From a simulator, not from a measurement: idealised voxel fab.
Process module heading - voxel ribs on slabs
Section cut is 265 nm wide and gridded with 5 nm square cells.
Cross-section, as written here: a square-cell grid given band by band from the top down, where a band holds one or more rows of cells. Band: top and bottom heights (nm) first, top before bottom; then materials from left to right, widths in nm. "throughout" marks a sole material filling the band edge to edge. "empty" denotes empty space. The reference from which all heights are counted is 0, the level beneath which the as-received wafer is entirely one material; the lowest band, having no lower bound, proceeds downward and is written after the example "0 nm and below". Top row gets the first number, bottom row gets the second, and each row in between changes by the same step: that is how a band width like "30..40" works. "remains unaltered" for a step: no cell of the cross-section changed in that step. Under "Enclosed void listing" you'll find the enclosed gaps, the ones with no way out to the top, that are 8 cells or bigger; each reads width x height at distance, with distance counted from the left edge, everything in nm. Anything after a step's settings on that line? It's the simulator's own note about the step. On any step carrying a mask, the "overlay nm" setting, if present on the step's line, tells how far right of its planned place the mask lay; negative values point to the left.
[Steps in the process plan]
step 1: RECEIVE, material Si
step 2: DIRECTIONAL_DEP, material SiO2, thk nm 30
step 3: DIRECTIONAL_DEP, material polySi, thk nm 20
step 4: PATTERN, tone cover, mask id RIB, material resist, width nm 25, thk nm 20, overlay nm 0
step 5: DIRECTIONAL_ETCH, etch materials polySi, depth nm 10
step 6: STRIP, etch materials resist
step 7: MASKED_ETCH, tone cover, mask id SLAB, width nm 65, etch materials polySi, depth nm 10, overlay nm 0
step 8: FILL_DEP, material SiO2, thk nm 15
step 9: CMP, height nm 60
step 10: DIRECTIONAL_DEP, material W, thk nm 5
step 11: MASKED_ETCH, tone cover, mask id HEATER, width nm 35, etch materials W, depth nm 5, overlay nm 0
step 12: CONFORMAL_DEP, material SiN, thk nm 10
[As received (post step 1): cross-section]
	0 nm and below = Si throughout
	Enclosed void listing: none
[Post-module cross-section of the first of two wafers (run per plan)]
	75 nm to 70 nm = empty: 105, then SiN: 55, then empty: 105
	70 nm to 65 nm = SiN throughout
	65 nm to 60 nm = SiN: 115, then W: 35, then SiN: 115
	60 nm to 50 nm = SiO2 throughout
	50 nm to 40 nm = SiO2: 120, then polySi: 25, then SiO2: 120
	40 nm to 30 nm = SiO2: 100, then polySi: 65, then SiO2: 100
	30 nm to 0 nm = SiO2 throughout
	0 nm and below = Si throughout
	Enclosed void listing: none
[Cross-section at end of module for the second wafer of two, which matched the first in starting point and plan and differed by one mistake in its processing]
	75 nm to 70 nm = empty: 105, then SiN: 55, then empty: 105
	70 nm to 65 nm = SiN throughout
	65 nm to 60 nm = SiN: 115, then W: 35, then SiN: 115
	60 nm to 50 nm = SiO2: 100, then polySi: 65, then SiO2: 100
	50 nm to 30 nm = polySi throughout
	30 nm to 0 nm = SiO2 throughout
	0 nm and below = Si throughout
	Enclosed void listing: none
What was the processing mistake? step 3 of the plan was performed twice
Wafer comparison, final, in cells, second relative to first, materials more or fewer: SiO2 -202, polySi +202
